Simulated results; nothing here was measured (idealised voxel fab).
Proc. module: voxel ribs on slabs
Pictured: cross-section cut, 220 nm wide, on a grid of 5 nm square cells.
Just so we're on the same page, the cross-sections are grids of square cells, and they're listed out in bands top to bottom, each band one or more rows deep. Heights first: top, then bottom, in nm. Then materials, left to right, each with a width in nm. "all across" on a single material: fills the band edge to edge. "air": empty space. All heights in this document are referenced to 0, defined as the level beneath which the wafer, as received, consists entirely of one material. The lowest band is not bounded below; it extends indefinitely downward and is written in the form "0 -> down". Note: "30->40" means the width goes from the first number (top row of the band) to the second number (bottom row) in equal steps per row of cells. The designation "remained unchanged", where it is given for a processing step, indicates that no cell of the cross-section was altered in the course of that step. Entry "Internal closed voids". Content: empty spaces with no open connection to the top, size 8 cells or greater. Each: width x height at distance. Distance: from left edge. Unit: nm. If you see something after the settings on a step's line, that's the simulator's own remark about that step. overlay nm: mask offset rightward from planned place, masked step; negative means leftward offset.

Steps planned for the process
step 1: RECEIVE: material Si
step 2: DIRECTIONAL_DEP: material SiO2, thk nm 20
step 3: DIRECTIONAL_DEP: material polySi, thk nm 20
step 4: PATTERN: tone cover, mask id RIB, material resist, width nm 20, thk nm 20, overlay nm 0
step 5: DIRECTIONAL_ETCH: etch materials polySi, depth nm 5
step 6: STRIP: etch materials resist
step 7: DIRECTIONAL_DEP: material aC, thk nm 10
step 8: PATTERN: tone cover, mask id SLAB, material resist, width nm 70, thk nm 30, overlay nm 0
step 9: DIRECTIONAL_ETCH: etch materials aC, depth nm 10
step 10: STRIP: etch materials resist
step 11: DIRECTIONAL_ETCH: etch materials polySi, depth nm 15
step 12: STRIP: etch materials aC
step 13: FILL_DEP: material SiO2, thk nm 20
step 14: CMP: height nm 55
step 15: DIRECTIONAL_DEP: material TiN, thk nm 10
step 16: PATTERN: tone cover, mask id HEATER, material resist, width nm 30, thk nm 15, overlay nm 0
step 17: DIRECTIONAL_ETCH: etch materials TiN, depth nm 10
step 18: STRIP: etch materials resist
step 19: CONFORMAL_DEP: material SiN, thk nm 5

Shown in cross-section is the wafer as received, that is, as it stands after step 1
    0 -> down: Si all across
    Internal closed voids: none

Starting wafer: above. Plan: above. Run: one mistake. Cross-section after the module: below
    70 -> 65: air 90; SiN 40; air 90
    65 -> 60: air 90; SiN 5; TiN 30; SiN 5; air 90
    60 -> 55: SiN 95; TiN 30; SiN 95
    55 -> 40: SiO2 75; polySi 70; SiO2 75
    40 -> 20: polySi all across
    20 -> 0: SiO2 all across
    0 -> down: Si all across
    Internal closed voids: none
Want to know what went wrong? step 3 from the plan got run twice
